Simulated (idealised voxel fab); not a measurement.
This is a process module. Its name is voxel released beams.
In the cross-section labelled cut, the width is 280 nm and each square cell is 5 nm.
Cross-section spec: square-cell grid; bands listed top down; each band is one or more rows. For a band, the entry starts with two heights in nm, that of the top and then that of the bottom, and carries on with the band's materials in order from left to right, each alongside its width in nm; the word "edge to edge" beside a single material means it fills the band edge to edge, and "air" means empty space. It should be noted that heights are counted from 0, beneath which the wafer as supplied is of one material throughout, and that the lowest band possesses no lower boundary but continues downward, as written in "0..down". Quick explanation for "30->40": the width changes in equal steps down the rows of cells, from the first number in the band's top row to the second number in its bottom row. The designation "all unchanged", where it is given for a processing step, indicates that no cell of the cross-section was altered in the course of that step. This entry, "Closed-off voids", enumerates those empty regions of no fewer than 8 cells that possess no open connection to the top. Each region is reported in the form width x height at distance, the distance being taken from the left edge, with all three quantities expressed in nm. Read whatever lies past the settings on a step's line as the simulator's own remark about the step. You can add "overlay nm" to a step's line. For a step with a mask, it describes how far the mask lay to the right of its planned position, and a negative number describes a lay to the left.
THIS SECTION LISTS THE PROCESS STEPS THAT WERE PLANNED
- 1: RECEIVE: material Si
- 2: CONFORMAL_DEP: material Al2O3, thk nm 10
- 3: DIRECTIONAL_DEP: material SiO2, thk nm 15
- 4: MASKED_ETCH: tone open, mask id ANCHOR, width nm 25, etch materials SiO2, depth nm 15, overlay nm 0
- 5: CONFORMAL_DEP: material W, thk nm 10
- 6: DIRECTIONAL_DEP: material aC, thk nm 15
- 7: PATTERN: tone cover, mask id BEAM, material resist, width nm 105, thk nm 35, overlay nm 0
- 8: DIRECTIONAL_ETCH: etch materials aC, depth nm 15
- 9: STRIP: etch materials resist
- 10: DIRECTIONAL_ETCH: etch materials W, depth nm 10
- 11: STRIP: etch materials aC
- 12: STRIP: etch materials SiO2
ON THE FIRST OF THE TWO WAFERS: RUN CONDUCTED ACCORDING TO PLAN
CROSS-SECTION: WAFER ON ARRIVAL = AFTER STEP 1
* 0..down | Si edge to edge
* Closed-off voids: none
CROSS-SECTION OF THE WAFER SUBSEQUENT TO STEP 2
* 10..0 | Al2O3 edge to edge
* Rest of section, below 0: as before.
CROSS-SECTION OF THE WAFER SUBSEQUENT TO STEP 3
* 25..10 | SiO2 edge to edge
* Rest of section, below 10: as before.
CROSS-SECTION OF THE WAFER SUBSEQUENT TO STEP 4
* 25..10 | SiO2=90 / air=25 / SiO2=165
* Rest of section, below 10: as before.
CROSS-SECTION OF THE WAFER SUBSEQUENT TO STEP 5
* 35..25 | W=100 / air=5 / W=175
* 25..20 | SiO2=90 / W=10 / air=5 / W=10 / SiO2=165
* 20..10 | SiO2=90 / W=25 / SiO2=165
* Rest of section, below 10: as before.
CROSS-SECTION OF THE WAFER SUBSEQUENT TO STEP 6
* 50..35 | aC=100 / air=5 / aC=175
* 35..25 | W=100 / aC=5 / W=175
* 25..20 | SiO2=90 / W=10 / aC=5 / W=10 / SiO2=165
* Rest of section, below 20: as before.
CROSS-SECTION OF THE WAFER SUBSEQUENT TO STEP 7
* 85..50 | air=85 / resist=105 / air=90
* 50..35 | aC=100 / resist=5 / aC=175
* Rest of section, below 35: as before.
CROSS-SECTION OF THE WAFER SUBSEQUENT TO STEP 8
* 70..50 | air=85 / resist=105 / air=90
* 50..35 | air=85 / aC=15 / resist=5 / aC=85 / air=90
* Rest of section, below 35: as before.
CROSS-SECTION OF THE WAFER SUBSEQUENT TO STEP 9
* 50..35 | air=85 / aC=15 / air=5 / aC=85 / air=90
* Rest of section, below 35: as before.
CROSS-SECTION OF THE WAFER SUBSEQUENT TO STEP 10
* 50..35 | air=85 / aC=15 / air=5 / aC=85 / air=90
* 35..25 | air=85 / W=15 / aC=5 / W=85 / air=90
* Rest of section, below 25: as before.
CROSS-SECTION OF THE WAFER SUBSEQUENT TO STEP 11
* 35..25 | air=85 / W=15 / air=5 / W=85 / air=90
* 25..20 | SiO2=90 / W=10 / air=5 / W=10 / SiO2=165
* Rest of section, below 20: as before.
CROSS-SECTION OF THE WAFER SUBSEQUENT TO STEP 12
* 35..25 | air=85 / W=15 / air=5 / W=85 / air=90
* 25..20 | air=90 / W=10 / air=5 / W=10 / air=165
* 20..10 | air=90 / W=25 / air=165
* Rest of section, below 10: as before.
SECOND WAFER: LIKE START, LIKE PLAN, ONE MISTAKE. THROUGH STEP 1 IT MATCHES THE FIRST WAFER
Second wafer shown in cross-section at the time step 2 was slated to end: all unchanged
SECOND WAFER SHOWN IN CROSS-SECTION AT THE TIME STEP 3 WAS SLATED TO END
* 15..0 | SiO2 edge to edge
* Rest of section, below 0: as before.
SECOND WAFER SHOWN IN CROSS-SECTION AT THE TIME STEP 4 WAS SLATED TO END
* 15..0 | SiO2=90 / air=25 / SiO2=165
* Rest of section, below 0: as before.
SECOND WAFER SHOWN IN CROSS-SECTION AT THE TIME STEP 5 WAS SLATED TO END
* 25..15 | W=100 / air=5 / W=175
* 15..10 | SiO2=90 / W=10 / air=5 / W=10 / SiO2=165
* 10..0 | SiO2=90 / W=25 / SiO2=165
* Rest of section, below 0: as before.
SECOND WAFER SHOWN IN CROSS-SECTION AT THE TIME STEP 6 WAS SLATED TO END
* 40..25 | aC=100 / air=5 / aC=175
* 25..15 | W=100 / aC=5 / W=175
* 15..10 | SiO2=90 / W=10 / aC=5 / W=10 / SiO2=165
* Rest of section, below 10: as before.
SECOND WAFER SHOWN IN CROSS-SECTION AT THE TIME STEP 7 WAS SLATED TO END
* 75..40 | air=85 / resist=105 / air=90
* 40..25 | aC=100 / resist=5 / aC=175
* Rest of section, below 25: as before.
SECOND WAFER SHOWN IN CROSS-SECTION AT THE TIME STEP 8 WAS SLATED TO END
* 60..40 | air=85 / resist=105 / air=90
* 40..25 | air=85 / aC=15 / resist=5 / aC=85 / air=90
* Rest of section, below 25: as before.
SECOND WAFER SHOWN IN CROSS-SECTION AT THE TIME STEP 9 WAS SLATED TO END
* 40..25 | air=85 / aC=15 / air=5 / aC=85 / air=90
* Rest of section, below 25: as before.
SECOND WAFER SHOWN IN CROSS-SECTION AT THE TIME STEP 10 WAS SLATED TO END
* 40..25 | air=85 / aC=15 / air=5 / aC=85 / air=90
* 25..15 | air=85 / W=15 / aC=5 / W=85 / air=90
* Rest of section, below 15: as before.
SECOND WAFER SHOWN IN CROSS-SECTION AT THE TIME STEP 11 WAS SLATED TO END
* 25..15 | air=85 / W=15 / air=5 / W=85 / air=90
* 15..10 | SiO2=90 / W=10 / air=5 / W=10 / SiO2=165
* Rest of section, below 10: as before.
SECOND WAFER SHOWN IN CROSS-SECTION AT THE TIME STEP 12 WAS SLATED TO END
* 25..15 | air=85 / W=15 / air=5 / W=85 / air=90
* 15..10 | air=90 / W=10 / air=5 / W=10 / air=165
* 10..0 | air=90 / W=25 / air=165
* Rest of section, below 0: as before.
Want to know what went wrong? no execution of plan step 2; skipped
Once processing is complete, comparing cell counts shows that the second wafer has more or fewer of certain materials than the first: Al2O3 -112
